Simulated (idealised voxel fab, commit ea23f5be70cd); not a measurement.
process module | voxel transistor to metal
cross-section cut | 205 nm wide | cells 5 nm
A cross-section is a grid of square cells, given in bands from the top down. A band is one or more rows of cells.
Each band's line starts with the height of the band's top and of its bottom, in nm. Then come its materials from left to right, each with its width in nm. One material with "throughout" fills the band from edge to edge. "air" is empty space.
Height 0 is the level under which the wafer as received is all one material. The lowest band goes on downwards, as in "0 down".
A width such as "30 to 40" changes by the same amount from each row of cells to the next, from the band's top row to its bottom row.
"no change" after a step means that no cell of the cross-section changed.
closed voids: empty space of 8 cells or more with no open way to the top, each as width x height at its distance from the left edge, in nm
after a step's settings: what the simulator itself notes on the step
overlay nm, on a step with a mask: how far to the right of its planned place the mask lay; to the left if negative
plan
1 op RECEIVE | material Si
2 op OXIDIZE | depth nm 5
3 op CONFORMAL_DEP | material SiN | thk nm 15
4 op DIRECTIONAL_DEP | material aC | thk nm 10
5 op PATTERN | tone cover | mask id ACTIVE | material resist | width nm 105 | thk nm 25 | overlay nm 0
6 op DIRECTIONAL_ETCH | etch materials aC | depth nm 10
7 op STRIP | etch materials resist
8 op DIRECTIONAL_ETCH | etch materials SiN | depth nm 15
9 op DIRECTIONAL_ETCH | etch materials SiO2 | depth nm 5
10 op DIRECTIONAL_ETCH | etch materials Si | depth nm 35
11 op STRIP | etch materials aC
12 op FILL_DEP | material SiO2 | thk nm 15
13 op CMP | height nm 15
14 op SELECTIVE_ETCH | etch materials SiO2 | depth nm 10
15 op STRIP | etch materials SiN
16 op SELECTIVE_ETCH | etch materials SiO2 | depth nm 5
17 op OXIDIZE | depth nm 5
18 op DIRECTIONAL_DEP | material polySi | thk nm 20
19 op DIRECTIONAL_DEP | material SiCN | thk nm 15
20 op MASKED_ETCH | tone cover | mask id GATE | width nm 25 | etch materials SiCN | depth nm 25 | overlay nm 0
21 op MASKED_ETCH | tone cover | mask id GATE | width nm 25 | etch materials polySi | depth nm 30 | overlay nm 0
22 op CONFORMAL_DEP | material SiN | thk nm 10
23 op DIRECTIONAL_ETCH | etch materials SiN | depth nm 10
24 op DIRECTIONAL_ETCH | etch materials SiO2 | depth nm 5
25 op DIRECTIONAL_ETCH | etch materials Si | depth nm 15
26 op EPI | material pSi | thk nm 15
27 op FILL_DEP | material SiO2 | thk nm 10
28 op CMP | height nm 15
29 op STRIP | etch materials polySi
30 op SELECTIVE_ETCH | etch materials SiO2 | depth nm 5
31 op CONFORMAL_DEP | material HfO2 | thk nm 5
32 op CONFORMAL_DEP | material TiN | thk nm 5
33 op FILL_DEP | material W | thk nm 5
34 op CMP | height nm 10
35 op DIRECTIONAL_DEP | material SiO2 | thk nm 15
36 op MASKED_ETCH | tone open | mask id CONTACT | width nm 15 | pitch nm 80 | etch materials SiO2 | depth nm 20 | overlay nm 0
37 op CONFORMAL_DEP | material TiN | thk nm 5
38 op FILL_DEP | material W | thk nm 5
39 op CMP | height nm 25
40 op CONFORMAL_DEP | material SiCN | thk nm 5
41 op DIRECTIONAL_DEP | material SiO2 | thk nm 25
42 op DIRECTIONAL_DEP | material aC | thk nm 10
43 op PATTERN | tone open | mask id METAL_1 | material resist | width nm 15 | pitch nm 80 | thk nm 30 | overlay nm 0
44 op DIRECTIONAL_ETCH | etch materials aC | depth nm 10
45 op STRIP | etch materials resist
46 op DIRECTIONAL_ETCH | etch materials SiO2 | depth nm 25
47 op DIRECTIONAL_ETCH | etch materials SiCN | depth nm 5
48 op STRIP | etch materials aC
49 op CONFORMAL_DEP | material TiN | thk nm 5
50 op FILL_DEP | material W | thk nm 5
51 op CMP | height nm 55
52 op EPI | material Ru | thk nm 5
53 op FILL_DEP | material SiCN | thk nm 5
as received, after step 1
  0 down: Si throughout
  closed voids: none
a wafer at the end: this start, this plan, one mistake
  65 to 60: SiCN throughout
  60 to 55: SiCN 50 | Ru 25 | SiCN 55 | Ru 25 | SiCN 50
  55 to 30: SiO2 55 | TiN 5 | W 5 | TiN 5 | SiO2 65 | TiN 5 | W 5 | TiN 5 | SiO2 55
  30 to 25: SiCN 55 | TiN 15 | SiCN 65 | TiN 15 | SiCN 55
  25 to 10: SiO2 55 | TiN 5 | W 5 | TiN 5 | SiO2 65 | TiN 5 | W 5 | TiN 5 | SiO2 55
  10 to 5: SiO2 55 | TiN 15 | SiO2 10 | SiN 10 | SiCN 25 | SiN 10 | SiO2 10 | TiN 15 | SiO2 55
  5 to 0: SiO2 50 | pSi 30 | SiN 10 | SiCN 25 | SiN 10 | pSi 30 | SiO2 50
  0 to -5: SiO2 45 | SiN 10 | pSi 25 | SiN 10 | SiCN 25 | SiN 10 | pSi 25 | SiN 10 | SiO2 45
  -5 to -10: SiO2 55 | pSi 25 | SiO2 45 | pSi 25 | SiO2 55
  -10 to -25: SiO2 50 | Si 5 | pSi 25 | Si 45 | pSi 25 | Si 5 | SiO2 50
  -25 to -40: SiO2 50 | Si 105 | SiO2 50
  -40 down: Si throughout
  closed voids: none
what went wrong: step 18 was left out
